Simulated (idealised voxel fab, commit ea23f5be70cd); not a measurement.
process module | voxel spacer lines
cross-section cut | 270 nm wide | cells 5 nm
A cross-section is a grid of square cells, given in bands from the top down. A band is one or more rows of cells.
Each band's line starts with the height of the band's top and of its bottom, in nm. Then come its materials from left to right, each with its width in nm. One material with "throughout" fills the band from edge to edge. "air" is empty space.
Height 0 is the level under which the wafer as received is all one material. The lowest band goes on downwards, as in "0 down".
A width such as "30 to 40" changes by the same amount from each row of cells to the next, from the band's top row to its bottom row.
"no change" after a step means that no cell of the cross-section changed.
closed voids: empty space of 8 cells or more with no open way to the top, each as width x height at its distance from the left edge, in nm
after a step's settings: what the simulator itself notes on the step
overlay nm, on a step with a mask: how far to the right of its planned place the mask lay; to the left if negative
plan
1 op RECEIVE | material Si
2 op CONFORMAL_DEP | material SiO2 | thk nm 10
3 op DIRECTIONAL_DEP | material W | thk nm 15
4 op DIRECTIONAL_DEP | material polySi | thk nm 30
5 op PATTERN | tone cover | mask id MANDREL | material resist | width nm 25 | pitch nm 80 | thk nm 40 | overlay nm 0
6 op DIRECTIONAL_ETCH | etch materials polySi | depth nm 30
7 op STRIP | etch materials resist
8 op CONFORMAL_DEP | material SiN | thk nm 15
9 op DIRECTIONAL_ETCH | etch materials SiN | depth nm 15
10 op STRIP | etch materials polySi
11 op DIRECTIONAL_ETCH | etch materials W | depth nm 15
12 op STRIP | etch materials SiN
13 op FILL_DEP | material SiO2 | thk nm 10
14 op CMP | height nm 25
as received, after step 1
  0 down: Si throughout
  closed voids: none
first wafer at the end, as planned
  25 to 10: SiO2 65 | W 15 | SiO2 25 | W 15 | SiO2 25 | W 15 | SiO2 25 | W 15 | SiO2 70
  10 to 0: SiO2 throughout
  0 down: Si throughout
  closed voids: none
second wafer at the end: like start, like plan, one mistake
  25 to 15: SiO2 throughout
  15 to 0: SiO2 65 | W 15 | SiO2 25 | W 15 | SiO2 25 | W 15 | SiO2 25 | W 15 | SiO2 70
  0 down: Si throughout
  closed voids: none
what went wrong: step 2 was left out
at the end the second wafer has, in cells: as many of each material as the first, in other places
